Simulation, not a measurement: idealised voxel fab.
The process module that follows is named voxel capacitor over wiring.
Section shown: cut. Width: 155 nm. Cell size: 5 nm, square.
Cross-section format: a grid of square cells, given as bands from top to bottom; each band is one or more rows of cells. It is stipulated that each band's entry specify, in nanometres, the height of the top of the band and then that of its bottom, followed by the materials of the band in left-to-right sequence, each together with its width in nanometres. A single material marked by the word "full width" is understood to fill the band from edge to edge; the word "air" is understood to denote empty space. Heights are measured from 0, the level below which the as-received wafer is all one material; the lowest band has no bottom and continues downward, written as in "0 down". It should be noted that a width expressed as "30..40" varies in equal increments from row to row of cells within the band, taking the value of the first number at the top row and that of the second number at the bottom row. A step reported as "everything unchanged" is a step in which no cell of the cross-section changed. Listed in "Trapped void list": every empty space of 8 or more cells without an open way to the top. Form: width x height at distance, the distance being from the left edge, all in nm. Read whatever lies past the settings on a step's line as the simulator's own remark about the step. "overlay nm", when on a step's line for a step with a mask, measures how far to the right of its planned place the mask lay; a negative measure means to the left.
[Process steps foreseen in the plan]
1. RECEIVE | material Si
2. CONFORMAL_DEP | material SiO2 | thk nm 10
3. CONFORMAL_DEP | material SiCN | thk nm 5
4. DIRECTIONAL_DEP | material SiO2 | thk nm 20
5. DIRECTIONAL_DEP | material aC | thk nm 15
6. PATTERN | tone open | mask id METAL_1 | material resist | width nm 30 | pitch nm 90 | thk nm 35 | overlay nm 0
7. DIRECTIONAL_ETCH | etch materials aC | depth nm 15
8. STRIP | etch materials resist
9. DIRECTIONAL_ETCH | etch materials SiO2 | depth nm 20
10. DIRECTIONAL_ETCH | etch materials SiCN | depth nm 5
11. STRIP | etch materials aC
12. CONFORMAL_DEP | material TiN | thk nm 5
13. FILL_DEP | material Ru | thk nm 10
14. CMP | height nm 35
15. CONFORMAL_DEP | material SiCN | thk nm 5
16. DIRECTIONAL_DEP | material SiO2 | thk nm 20
17. PATTERN | tone open | mask id PLUG_1 | material resist | width nm 15 | thk nm 20 | overlay nm 0
18. DIRECTIONAL_ETCH | etch materials SiO2 | depth nm 20
19. DIRECTIONAL_ETCH | etch materials SiCN | depth nm 5
20. STRIP | etch materials resist
21. EPI | material Ru | thk nm 10
22. EPI | material Ru | thk nm 10
23. EPI | material Ru | thk nm 5
24. DIRECTIONAL_DEP | material TiN | thk nm 10
25. DIRECTIONAL_DEP | material Al2O3 | thk nm 5
26. DIRECTIONAL_DEP | material TiN | thk nm 10
27. DIRECTIONAL_DEP | material aC | thk nm 15
28. PATTERN | tone cover | mask id UPPER_PLATE | material resist | width nm 65 | thk nm 30 | overlay nm 0
29. DIRECTIONAL_ETCH | etch materials aC | depth nm 15
30. STRIP | etch materials resist
31. DIRECTIONAL_ETCH | etch materials TiN | depth nm 10
32. DIRECTIONAL_ETCH | etch materials Al2O3 | depth nm 5
33. STRIP | etch materials aC
34. DIRECTIONAL_DEP | material aC | thk nm 10
35. PATTERN | tone cover | mask id LOWER_PLATE | material resist | width nm 75 | thk nm 30 | overlay nm 0
36. DIRECTIONAL_ETCH | etch materials aC | depth nm 10
37. STRIP | etch materials resist
38. DIRECTIONAL_ETCH | etch materials TiN | depth nm 10
39. STRIP | etch materials aC
40. FILL_DEP | material SiO2 | thk nm 15
41. CMP | height nm 95
42. DIRECTIONAL_DEP | material aC | thk nm 15
43. PATTERN | tone open | mask id PLUG_2 | material resist | width nm 15 | thk nm 35 | overlay nm 0
44. DIRECTIONAL_ETCH | etch materials aC | depth nm 15
45. STRIP | etch materials resist
46. DIRECTIONAL_ETCH | etch materials SiO2 | depth nm 10
47. STRIP | etch materials aC
48. CONFORMAL_DEP | material TiN | thk nm 5
49. FILL_DEP | material Ru | thk nm 10
50. CMP | height nm 95
51. CONFORMAL_DEP | material SiN | thk nm 5
[Cross-section of the wafer at receipt, which is the condition after step 1]
* 0 down = Si full width
* Trapped void list: none
[First of two wafers: cross-section at end of module, run per plan]
* 100 to 95 = SiN full width
* 95 to 90 = SiO2: 40  TiN: 5  Ru: 5  TiN: 5  SiO2: 100
* 90 to 85 = SiO2: 40  TiN: 15  SiO2: 100
* 85 to 75 = SiO2: 30  TiN: 65  SiO2: 60
* 75 to 70 = SiO2: 30  Al2O3: 65  SiO2: 60
* 70 to 60 = SiO2: 25  TiN: 75  SiO2: 55
* 60 to 40 = SiO2: 30  Ru: 15  SiO2: 110
* 40 to 35 = SiCN: 30  Ru: 15  SiCN: 110
* 35 to 15 = SiO2: 15  TiN: 5  Ru: 20  TiN: 5  SiO2: 60  TiN: 5  Ru: 20  TiN: 5  SiO2: 20
* 15 to 10 = SiCN: 15  TiN: 30  SiCN: 60  TiN: 30  SiCN: 20
* 10 to 0 = SiO2 full width
* 0 down = Si full width
* Trapped void list: none
[Now the second wafer, cross-sectioned at the end of the module. Nothing different at the start, nothing different in the plan compared with the first, just one mistake when it was actually run]
* 100 to 95 = SiN full width
* 95 to 90 = SiO2: 40  TiN: 15  SiO2: 100
* 90 to 80 = SiO2: 30  TiN: 65  SiO2: 60
* 80 to 75 = SiO2: 25  TiN: 75  SiO2: 55
* 75 to 70 = Al2O3 full width
* 70 to 60 = TiN full width
* 60 to 40 = SiO2: 30  Ru: 15  SiO2: 110
* 40 to 35 = SiCN: 30  Ru: 15  SiCN: 110
* 35 to 15 = SiO2: 15  TiN: 5  Ru: 20  TiN: 5  SiO2: 60  TiN: 5  Ru: 20  TiN: 5  SiO2: 20
* 15 to 10 = SiCN: 15  TiN: 30  SiCN: 60  TiN: 30  SiCN: 20
* 10 to 0 = SiO2 full width
* 0 down = Si full width
* Trapped void list: none
In executing the process, a mistake was made relative to the plan: step 26 was not run as planned; what actually ran was DIRECTIONAL_DEP | material TiN | thk nm 15
The second wafer ends with more or fewer cells of some materials than the first, per final count: 18 more of Al2O3 | 1 fewer of Ru | 62 fewer of SiO2 | 45 more of TiN
